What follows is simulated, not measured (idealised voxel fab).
Module name: voxel self aligned vias (process module)
The cross-section on display is named cut; it measures 220 nm wide, and its cells are 5 nm squares.
Reading order for cross-sections: top band down to bottom band. Underlying form: a grid of square cells. Band size: one or more rows of cells.
Top height, bottom height, nm. Materials left to right, width each, nm. Single material + "everywhere" = fills band edge to edge. "air" = empty.
For the purposes of this specification, 0 denotes the height below which the wafer in its as-received condition is composed wholly of one material, and the lowermost band, lacking a lower limit, extends downward without end, as expressed in "0..down".
A width such as "30->40" changes by the same amount from each row of cells to the next, from the band's top row to its bottom row.
Given "remains unaltered" for a step, no cell of the cross-section differs between before and after that step.
If an empty space has no open way to the top and is at least 8 cells in size, "Voids, fully enclosed" lists it, written width x height at distance, where distance is measured from the left edge and every value is in nm.
It should be noted that, on the line of a given step, the content following the step's settings is a remark produced by the simulator itself with respect to that step.
A step's line can hold "overlay nm"; with a mask on that step, the setting says how far right of the planned place the mask lay, while a negative setting says it lay to the left.
Process steps (planned):
- 1: RECEIVE | material Si
- 2: CONFORMAL_DEP | material SiO2 | thk nm 10
- 3: CONFORMAL_DEP | material SiCN | thk nm 5
- 4: DIRECTIONAL_DEP | material lowk | thk nm 20
- 5: PATTERN | tone open | mask id LINES | material resist | width nm 25 | pitch nm 70 | thk nm 15 | overlay nm 0
- 6: DIRECTIONAL_ETCH | etch materials lowk | depth nm 20
- 7: STRIP | etch materials resist
- 8: CONFORMAL_DEP | material TiN | thk nm 5
- 9: FILL_DEP | material W | thk nm 5
- 10: CMP | height nm 35
- 11: SELECTIVE_ETCH | etch materials W Ru TiN | depth nm 5
- 12: FILL_DEP | material SiN | thk nm 5
- 13: CMP | height nm 35
- 14: DIRECTIONAL_DEP | material lowk | thk nm 20
- 15: PATTERN | tone open | mask id VIAS | material resist | width nm 45 | thk nm 20 | overlay nm 0
- 16: DIRECTIONAL_ETCH | etch materials lowk | depth nm 20
- 17: DIRECTIONAL_ETCH | etch materials SiN | depth nm 5
- 18: STRIP | etch materials resist
- 19: CONFORMAL_DEP | material TiN | thk nm 5
- 20: FILL_DEP | material W | thk nm 5
- 21: CMP | height nm 55
- 22: CONFORMAL_DEP | material SiCN | thk nm 5
First of the two wafers, run per plan:
So this is the incoming wafer in cross-section - it's already been through step 1:
    0..down = Si everywhere
    Voids, fully enclosed: none
Step 2 complete: cross-section through the wafer:
    10..0 = SiO2 everywhere
    Everything below 0 is unchanged.
Step 3 complete: cross-section through the wafer:
    15..10 = SiCN everywhere
    Everything below 10 is unchanged.
Step 4 complete: cross-section through the wafer:
    35..15 = lowk everywhere
    Everything below 15 is unchanged.
Step 5 complete: cross-section through the wafer:
    50..35 = resist 60 nm, air 25 nm, resist 45 nm, air 25 nm, resist 65 nm
    Everything below 35 is unchanged.
Step 6 complete: cross-section through the wafer:
    50..35 = resist 60 nm, air 25 nm, resist 45 nm, air 25 nm, resist 65 nm
    35..15 = lowk 60 nm, air 25 nm, lowk 45 nm, air 25 nm, lowk 65 nm
    Everything below 15 is unchanged.
Step 7 complete: cross-section through the wafer:
    35..15 = lowk 60 nm, air 25 nm, lowk 45 nm, air 25 nm, lowk 65 nm
    Everything below 15 is unchanged.
Step 8 complete: cross-section through the wafer:
    40..35 = TiN 65 nm, air 15 nm, TiN 55 nm, air 15 nm, TiN 70 nm
    35..20 = lowk 60 nm, TiN 5 nm, air 15 nm, TiN 5 nm, lowk 45 nm, TiN 5 nm, air 15 nm, TiN 5 nm, lowk 65 nm
    20..15 = lowk 60 nm, TiN 25 nm, lowk 45 nm, TiN 25 nm, lowk 65 nm
    Everything below 15 is unchanged.
Step 9 complete: cross-section through the wafer:
    45..40 = W everywhere
    40..35 = TiN 65 nm, W 15 nm, TiN 55 nm, W 15 nm, TiN 70 nm
    35..20 = lowk 60 nm, TiN 5 nm, W 15 nm, TiN 5 nm, lowk 45 nm, TiN 5 nm, W 15 nm, TiN 5 nm, lowk 65 nm
    Everything below 20 is unchanged.
Step 10 complete: cross-section through the wafer:
    35..20 = lowk 60 nm, TiN 5 nm, W 15 nm, TiN 5 nm, lowk 45 nm, TiN 5 nm, W 15 nm, TiN 5 nm, lowk 65 nm
    Everything below 20 is unchanged.
Step 11 complete: cross-section through the wafer:
    35..30 = lowk 60 nm, air 25 nm, lowk 45 nm, air 25 nm, lowk 65 nm
    Everything below 30 is unchanged.
Step 12 complete: cross-section through the wafer:
    40..35 = SiN everywhere
    35..30 = lowk 60 nm, SiN 25 nm, lowk 45 nm, SiN 25 nm, lowk 65 nm
    Everything below 30 is unchanged.
Step 13 complete: cross-section through the wafer:
    35..30 = lowk 60 nm, SiN 25 nm, lowk 45 nm, SiN 25 nm, lowk 65 nm
    Everything below 30 is unchanged.
Step 14 complete: cross-section through the wafer:
    55..35 = lowk everywhere
    Everything below 35 is unchanged.
Step 15 complete: cross-section through the wafer:
    75..55 = resist 50 nm, air 45 nm, resist 125 nm
    Everything below 55 is unchanged.
Step 16 complete: cross-section through the wafer:
    75..55 = resist 50 nm, air 45 nm, resist 125 nm
    55..35 = lowk 50 nm, air 45 nm, lowk 125 nm
    Everything below 35 is unchanged.
Step 17 complete: cross-section through the wafer:
    75..55 = resist 50 nm, air 45 nm, resist 125 nm
    55..35 = lowk 50 nm, air 45 nm, lowk 125 nm
    35..30 = lowk 60 nm, air 25 nm, lowk 45 nm, SiN 25 nm, lowk 65 nm
    Everything below 30 is unchanged.
Step 18 complete: cross-section through the wafer:
    55..35 = lowk 50 nm, air 45 nm, lowk 125 nm
    Everything below 35 is unchanged.
Step 19 complete: cross-section through the wafer:
    60..55 = TiN 55 nm, air 35 nm, TiN 130 nm
    55..40 = lowk 50 nm, TiN 5 nm, air 35 nm, TiN 5 nm, lowk 125 nm
    40..35 = lowk 50 nm, TiN 15 nm, air 15 nm, TiN 15 nm, lowk 125 nm
    35..30 = lowk 60 nm, TiN 25 nm, lowk 45 nm, SiN 25 nm, lowk 65 nm
    Everything below 30 is unchanged.
Step 20 complete: cross-section through the wafer:
    65..60 = W everywhere
    60..55 = TiN 55 nm, W 35 nm, TiN 130 nm
    55..40 = lowk 50 nm, TiN 5 nm, W 35 nm, TiN 5 nm, lowk 125 nm
    40..35 = lowk 50 nm, TiN 15 nm, W 15 nm, TiN 15 nm, lowk 125 nm
    Everything below 35 is unchanged.
Step 21 complete: cross-section through the wafer:
    55..40 = lowk 50 nm, TiN 5 nm, W 35 nm, TiN 5 nm, lowk 125 nm
    Everything below 40 is unchanged.
Step 22 complete: cross-section through the wafer:
    60..55 = SiCN everywhere
    Everything below 55 is unchanged.
Second Wafer (Identical Start and Plan, One Processing Error; Matches First Wafer Through Step 3):
Cross-sectional view of the second wafer at the intended end time of process step 4:
    35..10 = SiCN everywhere
    Everything below 10 is unchanged.
Cross-sectional view of the second wafer at the intended end time of process step 5:
    50..35 = resist 60 nm, air 25 nm, resist 45 nm, air 25 nm, resist 65 nm
    Everything below 35 is unchanged.
Cross-sectional view of the second wafer at the intended end time of process step 6: remains unaltered
Cross-sectional view of the second wafer at the intended end time of process step 7:
    35..10 = SiCN everywhere
    Everything below 10 is unchanged.
Cross-sectional view of the second wafer at the intended end time of process step 8:
    40..35 = TiN everywhere
    Everything below 35 is unchanged.
Cross-sectional view of the second wafer at the intended end time of process step 9:
    45..40 = W everywhere
    Everything below 40 is unchanged.
Cross-sectional view of the second wafer at the intended end time of process step 10:
    35..10 = SiCN everywhere
    Everything below 10 is unchanged.
Cross-sectional view of the second wafer at the intended end time of process step 11: remains unaltered
Cross-sectional view of the second wafer at the intended end time of process step 12:
    40..35 = SiN everywhere
    Everything below 35 is unchanged.
Cross-sectional view of the second wafer at the intended end time of process step 13:
    35..10 = SiCN everywhere
    Everything below 10 is unchanged.
Cross-sectional view of the second wafer at the intended end time of process step 14:
    55..35 = lowk everywhere
    Everything below 35 is unchanged.
Cross-sectional view of the second wafer at the intended end time of process step 15:
    75..55 = resist 50 nm, air 45 nm, resist 125 nm
    Everything below 55 is unchanged.
Cross-sectional view of the second wafer at the intended end time of process step 16:
    75..55 = resist 50 nm, air 45 nm, resist 125 nm
    55..35 = lowk 50 nm, air 45 nm, lowk 125 nm
    Everything below 35 is unchanged.
Cross-sectional view of the second wafer at the intended end time of process step 17: remains unaltered
Cross-sectional view of the second wafer at the intended end time of process step 18:
    55..35 = lowk 50 nm, air 45 nm, lowk 125 nm
    Everything below 35 is unchanged.
Cross-sectional view of the second wafer at the intended end time of process step 19:
    60..55 = TiN 55 nm, air 35 nm, TiN 130 nm
    55..40 = lowk 50 nm, TiN 5 nm, air 35 nm, TiN 5 nm, lowk 125 nm
    40..35 = lowk 50 nm, TiN 45 nm, lowk 125 nm
    Everything below 35 is unchanged.
Cross-sectional view of the second wafer at the intended end time of process step 20:
    65..60 = W everywhere
    60..55 = TiN 55 nm, W 35 nm, TiN 130 nm
    55..40 = lowk 50 nm, TiN 5 nm, W 35 nm, TiN 5 nm, lowk 125 nm
    Everything below 40 is unchanged.
Cross-sectional view of the second wafer at the intended end time of process step 21:
    55..40 = lowk 50 nm, TiN 5 nm, W 35 nm, TiN 5 nm, lowk 125 nm
    Everything below 40 is unchanged.
Cross-sectional view of the second wafer at the intended end time of process step 22:
    60..55 = SiCN everywhere
    Everything below 55 is unchanged.
What was done differently from what was planned? so step 4 ended up running with a different setting than we planned, it ran as DIRECTIONAL_DEP | material SiCN | thk nm 20
It is noted that, at the conclusion of processing, the second wafer exhibits a higher or lower cell count for certain materials relative to the first: SiCN +176, SiN -5, TiN -20, W -15, lowk -136
